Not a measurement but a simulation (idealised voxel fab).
Presented below is a process module, voxel capacitor over wiring.
We display cut, a cross-section 255 nm in width whose square cells are each 5 nm.
In this document a cross-section is written as a grid of square cells. It is given as a series of bands, listed from the top down, and a band is one or more rows of cells. Within each band entry, the heights of the top and of the bottom of the band appear first, in that order and in nm; the materials of the band then follow from left to right, each with its corresponding width in nm. The designation "everywhere" on a single material indicates that it fills the band from edge to edge; the designation "air" indicates empty space. Note: height 0 marks the level under which the wafer is uniformly one material as received. Lowest band unbounded below, written "0 down". It should be noted that a width expressed as "30->40" varies in equal increments from row to row of cells within the band, taking the value of the first number at the top row and that of the second number at the bottom row. "nothing was modified" (step): cross-section cells unchanged, all of them. "Closed void listing" enumerates empty spaces isolated from the top, with no open way to it, that contain at least 8 cells, giving each as width x height at distance from the left edge, all three in nm. after a step's settings: what the simulator itself notes on the step. "overlay nm" answers the question of how far to the right of plan the mask lay on a step that has a mask, and when it is negative the answer is to the left.
# Below is the list of planned process steps
1. op RECEIVE | material Si
2. op CONFORMAL_DEP | material SiO2 | thk nm 15
3. op CONFORMAL_DEP | material SiCN | thk nm 5
4. op DIRECTIONAL_DEP | material lowk | thk nm 15
5. op PATTERN | tone open | mask id METAL_1 | material resist | width nm 25 | pitch nm 90 | thk nm 15 | overlay nm 0
6. op DIRECTIONAL_ETCH | etch materials lowk | depth nm 15
7. op DIRECTIONAL_ETCH | etch materials SiCN | depth nm 5
8. op STRIP | etch materials resist
9. op CONFORMAL_DEP | material TiN | thk nm 5
10. op FILL_DEP | material Cu | thk nm 5
11. op CMP | height nm 35
12. op EPI | material Ru | thk nm 5
13. op FILL_DEP | material SiCN | thk nm 5
14. op DIRECTIONAL_DEP | material lowk | thk nm 15
15. op DIRECTIONAL_DEP | material aC | thk nm 10
16. op PATTERN | tone open | mask id PLUG_1 | material resist | width nm 15 | thk nm 25 | overlay nm 0
17. op DIRECTIONAL_ETCH | etch materials aC | depth nm 10
18. op STRIP | etch materials resist
19. op DIRECTIONAL_ETCH | etch materials lowk | depth nm 15
20. op DIRECTIONAL_ETCH | etch materials SiCN | depth nm 5
21. op STRIP | etch materials aC
22. op EPI | material Ru | thk nm 10
23. op EPI | material Ru | thk nm 10
24. op DIRECTIONAL_DEP | material TiN | thk nm 5
25. op DIRECTIONAL_DEP | material SiN | thk nm 5
26. op DIRECTIONAL_DEP | material TiN | thk nm 10
27. op MASKED_ETCH | tone cover | mask id UPPER_PLATE | width nm 70 | etch materials TiN | depth nm 10 | overlay nm 0
28. op MASKED_ETCH | tone cover | mask id UPPER_PLATE | width nm 70 | etch materials SiN | depth nm 5 | overlay nm 0
29. op PATTERN | tone cover | mask id LOWER_PLATE | material resist | width nm 80 | thk nm 15 | overlay nm 0
30. op DIRECTIONAL_ETCH | etch materials TiN | depth nm 5
31. op STRIP | etch materials resist
32. op FILL_DEP | material SiO2 | thk nm 15
33. op CMP | height nm 90
34. op PATTERN | tone open | mask id PLUG_2 | material resist | width nm 15 | thk nm 15 | overlay nm 0
35. op DIRECTIONAL_ETCH | etch materials SiO2 | depth nm 10
36. op STRIP | etch materials resist
37. op CONFORMAL_DEP | material TiN | thk nm 5
38. op FILL_DEP | material W | thk nm 5
39. op CMP | height nm 90
40. op CONFORMAL_DEP | material SiN | thk nm 5
# Below: the first of two wafers, run as planned
# as received, after step 1
* 0 down  Si everywhere
* Closed void listing: none
# Step 2 complete: cross-section through the wafer
* 15 to 0  SiO2 everywhere
* Nothing below the height 0 has changed.
# Step 3 complete: cross-section through the wafer
* 20 to 15  SiCN everywhere
* Nothing below the height 15 has changed.
# Step 4 complete: cross-section through the wafer
* 35 to 20  lowk everywhere
* Nothing below the height 20 has changed.
# Step 5 complete: cross-section through the wafer
* 50 to 35  resist 70 | air 25 | resist 65 | air 25 | resist 70
* Nothing below the height 35 has changed.
# Step 6 complete: cross-section through the wafer
* 50 to 35  resist 70 | air 25 | resist 65 | air 25 | resist 70
* 35 to 20  lowk 70 | air 25 | lowk 65 | air 25 | lowk 70
* Nothing below the height 20 has changed.
# Step 7 complete: cross-section through the wafer
* 50 to 35  resist 70 | air 25 | resist 65 | air 25 | resist 70
* 35 to 20  lowk 70 | air 25 | lowk 65 | air 25 | lowk 70
* 20 to 15  SiCN 70 | air 25 | SiCN 65 | air 25 | SiCN 70
* Nothing below the height 15 has changed.
# Step 8 complete: cross-section through the wafer
* 35 to 20  lowk 70 | air 25 | lowk 65 | air 25 | lowk 70
* Nothing below the height 20 has changed.
# Step 9 complete: cross-section through the wafer
* 40 to 35  TiN 75 | air 15 | TiN 75 | air 15 | TiN 75
* 35 to 20  lowk 70 | TiN 5 | air 15 | TiN 5 | lowk 65 | TiN 5 | air 15 | TiN 5 | lowk 70
* 20 to 15  SiCN 70 | TiN 25 | SiCN 65 | TiN 25 | SiCN 70
* Nothing below the height 15 has changed.
# Step 10 complete: cross-section through the wafer
* 45 to 40  Cu everywhere
* 40 to 35  TiN 75 | Cu 15 | TiN 75 | Cu 15 | TiN 75
* 35 to 20  lowk 70 | TiN 5 | Cu 15 | TiN 5 | lowk 65 | TiN 5 | Cu 15 | TiN 5 | lowk 70
* Nothing below the height 20 has changed.
# Step 11 complete: cross-section through the wafer
* 35 to 20  lowk 70 | TiN 5 | Cu 15 | TiN 5 | lowk 65 | TiN 5 | Cu 15 | TiN 5 | lowk 70
* Nothing below the height 20 has changed.
# Step 12 complete: cross-section through the wafer
* 40 to 35  air 65 | Ru 35 | air 55 | Ru 35 | air 65
* Nothing below the height 35 has changed.
# Step 13 complete: cross-section through the wafer
* 45 to 40  SiCN everywhere
* 40 to 35  SiCN 65 | Ru 35 | SiCN 55 | Ru 35 | SiCN 65
* Nothing below the height 35 has changed.
# Step 14 complete: cross-section through the wafer
* 60 to 45  lowk everywhere
* Nothing below the height 45 has changed.
# Step 15 complete: cross-section through the wafer
* 70 to 60  aC everywhere
* Nothing below the height 60 has changed.
# Step 16 complete: cross-section through the wafer
* 95 to 70  resist 80 | air 15 | resist 160
* Nothing below the height 70 has changed.
# Step 17 complete: cross-section through the wafer
* 85 to 70  resist 80 | air 15 | resist 160
* 70 to 60  aC 80 | air 15 | aC 160
* Nothing below the height 60 has changed.
# Step 18 complete: cross-section through the wafer
* 70 to 60  aC 80 | air 15 | aC 160
* Nothing below the height 60 has changed.
# Step 19 complete: cross-section through the wafer
* 70 to 60  aC 80 | air 15 | aC 160
* 60 to 45  lowk 80 | air 15 | lowk 160
* Nothing below the height 45 has changed.
# Step 20 complete: cross-section through the wafer
* 70 to 60  aC 80 | air 15 | aC 160
* 60 to 45  lowk 80 | air 15 | lowk 160
* 45 to 40  SiCN 80 | air 15 | SiCN 160
* Nothing below the height 40 has changed.
# Step 21 complete: cross-section through the wafer
* 60 to 45  lowk 80 | air 15 | lowk 160
* Nothing below the height 45 has changed.
# Step 22 complete: cross-section through the wafer
* 60 to 50  lowk 80 | air 15 | lowk 160
* 50 to 45  lowk 80 | Ru 15 | lowk 160
* 45 to 40  SiCN 80 | Ru 15 | SiCN 160
* Nothing below the height 40 has changed.
# Step 23 complete: cross-section through the wafer
* 60 to 45  lowk 80 | Ru 15 | lowk 160
* Nothing below the height 45 has changed.
# Step 24 complete: cross-section through the wafer
* 65 to 60  TiN everywhere
* Nothing below the height 60 has changed.
# Step 25 complete: cross-section through the wafer
* 70 to 65  SiN everywhere
* Nothing below the height 65 has changed.
# Step 26 complete: cross-section through the wafer
* 80 to 70  TiN everywhere
* Nothing below the height 70 has changed.
# Step 27 complete: cross-section through the wafer
* 80 to 70  air 80 | TiN 70 | air 105
* Nothing below the height 70 has changed.
# Step 28 complete: cross-section through the wafer
* 80 to 70  air 80 | TiN 70 | air 105
* 70 to 65  air 80 | SiN 70 | air 105
* Nothing below the height 65 has changed.
# Step 29 complete: cross-section through the wafer
* 95 to 80  air 75 | resist 80 | air 100
* 80 to 70  air 75 | resist 5 | TiN 70 | resist 5 | air 100
* 70 to 65  air 75 | resist 5 | SiN 70 | resist 5 | air 100
* Nothing below the height 65 has changed.
# Step 30 complete: cross-section through the wafer
* 95 to 80  air 75 | resist 80 | air 100
* 80 to 70  air 75 | resist 5 | TiN 70 | resist 5 | air 100
* 70 to 65  air 75 | resist 5 | SiN 70 | resist 5 | air 100
* 65 to 60  air 75 | TiN 80 | air 100
* Nothing below the height 60 has changed.
# Step 31 complete: cross-section through the wafer
* 80 to 70  air 80 | TiN 70 | air 105
* 70 to 65  air 80 | SiN 70 | air 105
* Nothing below the height 65 has changed.
# Step 32 complete: cross-section through the wafer
* 95 to 80  SiO2 everywhere
* 80 to 70  SiO2 80 | TiN 70 | SiO2 105
* 70 to 65  SiO2 80 | SiN 70 | SiO2 105
* 65 to 60  SiO2 75 | TiN 80 | SiO2 100
* Nothing below the height 60 has changed.
# Step 33 complete: cross-section through the wafer
* 90 to 80  SiO2 everywhere
* Nothing below the height 80 has changed.
# Step 34 complete: cross-section through the wafer
* 105 to 90  resist 90 | air 15 | resist 150
* Nothing below the height 90 has changed.
# Step 35 complete: cross-section through the wafer
* 105 to 90  resist 90 | air 15 | resist 150
* 90 to 80  SiO2 90 | air 15 | SiO2 150
* Nothing below the height 80 has changed.
# Step 36 complete: cross-section through the wafer
* 90 to 80  SiO2 90 | air 15 | SiO2 150
* Nothing below the height 80 has changed.
# Step 37 complete: cross-section through the wafer
* 95 to 90  TiN 95 | air 5 | TiN 155
* 90 to 85  SiO2 90 | TiN 5 | air 5 | TiN 5 | SiO2 150
* 85 to 80  SiO2 90 | TiN 15 | SiO2 150
* Nothing below the height 80 has changed.
# Step 38 complete: cross-section through the wafer
* 100 to 95  W everywhere
* 95 to 90  TiN 95 | W 5 | TiN 155
* 90 to 85  SiO2 90 | TiN 5 | W 5 | TiN 5 | SiO2 150
* Nothing below the height 85 has changed.
# Step 39 complete: cross-section through the wafer
* 90 to 85  SiO2 90 | TiN 5 | W 5 | TiN 5 | SiO2 150
* Nothing below the height 85 has changed.
# Step 40 complete: cross-section through the wafer
* 95 to 90  SiN everywhere
* Nothing below the height 90 has changed.
# Here the second wafer is described. Its start and its plan were those of the first wafer. Its run contained one mistake. Up to and including step 36, it did exactly what the first wafer did
# The second wafer cut through, at the time step 37 was supposed to be finished
* 95 to 90  lowk 95 | air 5 | lowk 155
* 90 to 85  SiO2 90 | lowk 5 | air 5 | lowk 5 | SiO2 150
* 85 to 80  SiO2 90 | lowk 15 | SiO2 150
* Nothing below the height 80 has changed.
# The second wafer cut through, at the time step 38 was supposed to be finished
* 100 to 95  W everywhere
* 95 to 90  lowk 95 | W 5 | lowk 155
* 90 to 85  SiO2 90 | lowk 5 | W 5 | lowk 5 | SiO2 150
* Nothing below the height 85 has changed.
# The second wafer cut through, at the time step 39 was supposed to be finished
* 90 to 85  SiO2 90 | lowk 5 | W 5 | lowk 5 | SiO2 150
* Nothing below the height 85 has changed.
# The second wafer cut through, at the time step 40 was supposed to be finished
* 95 to 90  SiN everywhere
* Nothing below the height 90 has changed.
What went wrong in running the wafer? step 37 was processed under conditions differing from the plan, specifically as op CONFORMAL_DEP | material lowk | thk nm 5
Wafer comparison, final, in cells, second relative to first, materials more or fewer: TiN: 5 fewer, lowk: 5 more
